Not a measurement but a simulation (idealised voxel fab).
process module | voxel gate over fins
cross-section cut | 175 nm wide | cells 5 nm
A cross-section is a grid of square cells, given in bands from the top down. A band is one or more rows of cells.
Each band's line starts with the height of the band's top and of its bottom, in nm. Then come its materials from left to right, each with its width in nm. One material with "throughout" fills the band from edge to edge. "air" is empty space.
Height 0 is the level under which the wafer as received is all one material. The lowest band goes on downwards, as in "0 down".
A width such as "30 to 40" changes by the same amount from each row of cells to the next, from the band's top row to its bottom row.
"no change" after a step means that no cell of the cross-section changed.
closed voids: empty space of 8 cells or more with no open way to the top, each as width x height at its distance from the left edge, in nm
after a step's settings: what the simulator itself notes on the step
overlay nm, on a step with a mask: how far to the right of its planned place the mask lay; to the left if negative
plan
1 op RECEIVE | material Si
2 op CONFORMAL_DEP | material SiN | thk nm 10
3 op MASKED_ETCH | tone cover | mask id FINS | width nm 15 | pitch nm 35 | etch materials SiN | depth nm 10 | overlay nm 0
4 op MASKED_ETCH | tone cover | mask id FINS | width nm 15 | pitch nm 35 | etch materials Si | depth nm 35 | overlay nm 0
5 op OXIDIZE | depth nm 5
6 op FILL_DEP | material SiO2 | thk nm 15
7 op CMP | height nm 10
8 op SELECTIVE_ETCH | etch materials SiO2 | depth nm 20
9 op STRIP | etch materials SiN
10 op CONFORMAL_DEP | material HfO2 | thk nm 5
11 op CONFORMAL_DEP | material TiN | thk nm 5
12 op FILL_DEP | material W | thk nm 10
13 op CMP | height nm 15
14 op CONFORMAL_DEP | material SiN | thk nm 10
first wafer, as planned
as received, after step 1
  0 down: Si throughout
  closed voids: none
after step 2
  10 to 0: SiN throughout
  below 0: unchanged
after step 3
  10 to 0: air 25 | SiN 15 | air 20 | SiN 15 | air 20 | SiN 15 | air 20 | SiN 15 | air 30
  below 0: unchanged
after step 4
  10 to 0: air 25 | SiN 15 | air 20 | SiN 15 | air 20 | SiN 15 | air 20 | SiN 15 | air 30
  0 to -35: air 25 | Si 15 | air 20 | Si 15 | air 20 | Si 15 | air 20 | Si 15 | air 30
  below -35: unchanged
after step 5
  10 to 0: air 25 | SiN 15 | air 20 | SiN 15 | air 20 | SiN 15 | air 20 | SiN 15 | air 30
  0 to -35: air 25 | SiO2 5 | Si 5 | SiO2 5 | air 20 | SiO2 5 | Si 5 | SiO2 5 | air 20 | SiO2 5 | Si 5 | SiO2 5 | air 20 | SiO2 5 | Si 5 | SiO2 5 | air 30
  -35 to -40: SiO2 30 | Si 5 | SiO2 30 | Si 5 | SiO2 30 | Si 5 | SiO2 30 | Si 5 | SiO2 35
  below -40: unchanged
after step 6
  25 to 10: SiO2 throughout
  10 to 0: SiO2 25 | SiN 15 | SiO2 20 | SiN 15 | SiO2 20 | SiN 15 | SiO2 20 | SiN 15 | SiO2 30
  0 to -40: SiO2 30 | Si 5 | SiO2 30 | Si 5 | SiO2 30 | Si 5 | SiO2 30 | Si 5 | SiO2 35
  below -40: unchanged
after step 7
  10 to 0: SiO2 25 | SiN 15 | SiO2 20 | SiN 15 | SiO2 20 | SiN 15 | SiO2 20 | SiN 15 | SiO2 30
  below 0: unchanged
after step 8
  10 to 0: air 25 | SiN 15 | air 20 | SiN 15 | air 20 | SiN 15 | air 20 | SiN 15 | air 30
  0 to -10: air 30 | Si 5 | air 30 | Si 5 | air 30 | Si 5 | air 30 | Si 5 | air 35
  below -10: unchanged
after step 9
  0 to -10: air 30 | Si 5 | air 30 | Si 5 | air 30 | Si 5 | air 30 | Si 5 | air 35
  below -10: unchanged
after step 10
  5 to 0: air 25 | HfO2 15 | air 20 | HfO2 15 | air 20 | HfO2 15 | air 20 | HfO2 15 | air 30
  0 to -5: air 25 | HfO2 5 | Si 5 | HfO2 5 | air 20 | HfO2 5 | Si 5 | HfO2 5 | air 20 | HfO2 5 | Si 5 | HfO2 5 | air 20 | HfO2 5 | Si 5 | HfO2 5 | air 30
  -5 to -10: HfO2 30 | Si 5 | HfO2 30 | Si 5 | HfO2 30 | Si 5 | HfO2 30 | Si 5 | HfO2 35
  below -10: unchanged
after step 11
  10 to 5: air 20 | TiN 25 | air 10 | TiN 25 | air 10 | TiN 25 | air 10 | TiN 25 | air 25
  5 to 0: air 20 | TiN 5 | HfO2 15 | TiN 5 | air 10 | TiN 5 | HfO2 15 | TiN 5 | air 10 | TiN 5 | HfO2 15 | TiN 5 | air 10 | TiN 5 | HfO2 15 | TiN 5 | air 25
  0 to -5: TiN 25 | HfO2 5 | Si 5 | HfO2 5 | TiN 20 | HfO2 5 | Si 5 | HfO2 5 | TiN 20 | HfO2 5 | Si 5 | HfO2 5 | TiN 20 | HfO2 5 | Si 5 | HfO2 5 | TiN 30
  below -5: unchanged
after step 12
  20 to 10: W throughout
  10 to 5: W 20 | TiN 25 | W 10 | TiN 25 | W 10 | TiN 25 | W 10 | TiN 25 | W 25
  5 to 0: W 20 | TiN 5 | HfO2 15 | TiN 5 | W 10 | TiN 5 | HfO2 15 | TiN 5 | W 10 | TiN 5 | HfO2 15 | TiN 5 | W 10 | TiN 5 | HfO2 15 | TiN 5 | W 25
  below 0: unchanged
after step 13
  15 to 10: W throughout
  below 10: unchanged
after step 14
  25 to 15: SiN throughout
  below 15: unchanged
second wafer: like start, like plan, one mistake. Through step 7 it matches the first wafer
when step 8 should have ended
  10 to 0: air 25 | SiN 15 | air 20 | SiN 15 | air 20 | SiN 15 | air 20 | SiN 15 | air 30
  0 to -30: air 30 | Si 5 | air 30 | Si 5 | air 30 | Si 5 | air 30 | Si 5 | air 35
  below -30: unchanged
when step 9 should have ended
  0 to -30: air 30 | Si 5 | air 30 | Si 5 | air 30 | Si 5 | air 30 | Si 5 | air 35
  below -30: unchanged
when step 10 should have ended
  5 to 0: air 25 | HfO2 15 | air 20 | HfO2 15 | air 20 | HfO2 15 | air 20 | HfO2 15 | air 30
  0 to -25: air 25 | HfO2 5 | Si 5 | HfO2 5 | air 20 | HfO2 5 | Si 5 | HfO2 5 | air 20 | HfO2 5 | Si 5 | HfO2 5 | air 20 | HfO2 5 | Si 5 | HfO2 5 | air 30
  -25 to -30: HfO2 30 | Si 5 | HfO2 30 | Si 5 | HfO2 30 | Si 5 | HfO2 30 | Si 5 | HfO2 35
  below -30: unchanged
when step 11 should have ended
  10 to 5: air 20 | TiN 25 | air 10 | TiN 25 | air 10 | TiN 25 | air 10 | TiN 25 | air 25
  5 to 0: air 20 | TiN 5 | HfO2 15 | TiN 5 | air 10 | TiN 5 | HfO2 15 | TiN 5 | air 10 | TiN 5 | HfO2 15 | TiN 5 | air 10 | TiN 5 | HfO2 15 | TiN 5 | air 25
  0 to -20: air 20 | TiN 5 | HfO2 5 | Si 5 | HfO2 5 | TiN 5 | air 10 | TiN 5 | HfO2 5 | Si 5 | HfO2 5 | TiN 5 | air 10 | TiN 5 | HfO2 5 | Si 5 | HfO2 5 | TiN 5 | air 10 | TiN 5 | HfO2 5 | Si 5 | HfO2 5 | TiN 5 | air 25
  -20 to -25: TiN 25 | HfO2 5 | Si 5 | HfO2 5 | TiN 20 | HfO2 5 | Si 5 | HfO2 5 | TiN 20 | HfO2 5 | Si 5 | HfO2 5 | TiN 20 | HfO2 5 | Si 5 | HfO2 5 | TiN 30
  below -25: unchanged
when step 12 should have ended
  20 to 10: W throughout
  10 to 5: W 20 | TiN 25 | W 10 | TiN 25 | W 10 | TiN 25 | W 10 | TiN 25 | W 25
  5 to 0: W 20 | TiN 5 | HfO2 15 | TiN 5 | W 10 | TiN 5 | HfO2 15 | TiN 5 | W 10 | TiN 5 | HfO2 15 | TiN 5 | W 10 | TiN 5 | HfO2 15 | TiN 5 | W 25
  0 to -20: W 20 | TiN 5 | HfO2 5 | Si 5 | HfO2 5 | TiN 5 | W 10 | TiN 5 | HfO2 5 | Si 5 | HfO2 5 | TiN 5 | W 10 | TiN 5 | HfO2 5 | Si 5 | HfO2 5 | TiN 5 | W 10 | TiN 5 | HfO2 5 | Si 5 | HfO2 5 | TiN 5 | W 25
  below -20: unchanged
when step 13 should have ended
  15 to 10: W throughout
  below 10: unchanged
when step 14 should have ended
  25 to 15: SiN throughout
  below 15: unchanged
what went wrong: step 8 was run twice
at the end the second wafer has, in cells: 32 more of HfO2 | 124 fewer of SiO2 | 32 more of TiN | 60 more of W
